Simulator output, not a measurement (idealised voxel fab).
Title: Process Module voxel quadruple lines
We display cut, a cross-section 300 nm in width whose square cells are each 5 nm.
Notation: cross-section as square-cell grid; stated in bands, top first, going down; one or more cell rows per band.
The band entry comprises the height of the band's top followed by the height of its bottom, expressed in nm, and subsequently the band's materials from left to right, each stated together with its width in nm. Where a single material is marked with the word "throughout", that material fills the band from edge to edge. The word "air" represents empty space.
Heights are measured from 0, the level below which the as-received wafer is all one material; the lowest band has no bottom and continues downward, written as in "0..down".
The width entry "30 to 40" should be interpreted row by row: the top row of cells in the band takes the first number, the bottom row takes the second number, and the change between adjacent rows is uniform throughout.
"stayed the same" -> step changed no cross-section cell.
So "Sealed internal cavities" is basically the list of trapped voids: any empty space of 8 cells or more that can't reach the top through an opening. They're written width x height at distance, the distance being from the left edge, and it's all nm.
Step line, after settings: the simulator's comment on this step.
overlay nm: mask right of planned place by this much (step with mask). Neg. = left.
# The planned process steps are enumerated hereunder
step 1: RECEIVE [material Si]
step 2: CONFORMAL_DEP [material Al2O3] [thk nm 5]
step 3: DIRECTIONAL_DEP [material W] [thk nm 10]
step 4: DIRECTIONAL_DEP [material polySi] [thk nm 15]
step 5: DIRECTIONAL_DEP [material aC] [thk nm 25]
step 6: PATTERN [tone cover] [mask id MANDREL] [material resist] [width nm 35] [thk nm 35] [overlay nm 0]
step 7: DIRECTIONAL_ETCH [etch materials aC] [depth nm 25]
step 8: STRIP [etch materials resist]
step 9: CONFORMAL_DEP [material SiO2] [thk nm 15]
step 10: DIRECTIONAL_ETCH [etch materials SiO2] [depth nm 15]
step 11: STRIP [etch materials aC]
step 12: DIRECTIONAL_ETCH [etch materials polySi] [depth nm 15]
step 13: STRIP [etch materials SiO2]
step 14: CONFORMAL_DEP [material SiN] [thk nm 10]
step 15: DIRECTIONAL_ETCH [etch materials SiN] [depth nm 10]
step 16: STRIP [etch materials polySi]
step 17: DIRECTIONAL_ETCH [etch materials W] [depth nm 10]
step 18: STRIP [etch materials SiN]
# Received-state cross-section, reflecting completion of step 1
	0..down | Si throughout
	Sealed internal cavities: none
# Result of the module, cross-sectioned: start per above, plan per above, one error in how it was run
	15..10 | Al2O3 throughout
	10..0 | W throughout
	0..down | Si throughout
	Sealed internal cavities: none
So what did we get wrong on this run? deviation from plan: step 3 and step 2 executed in one another's positions
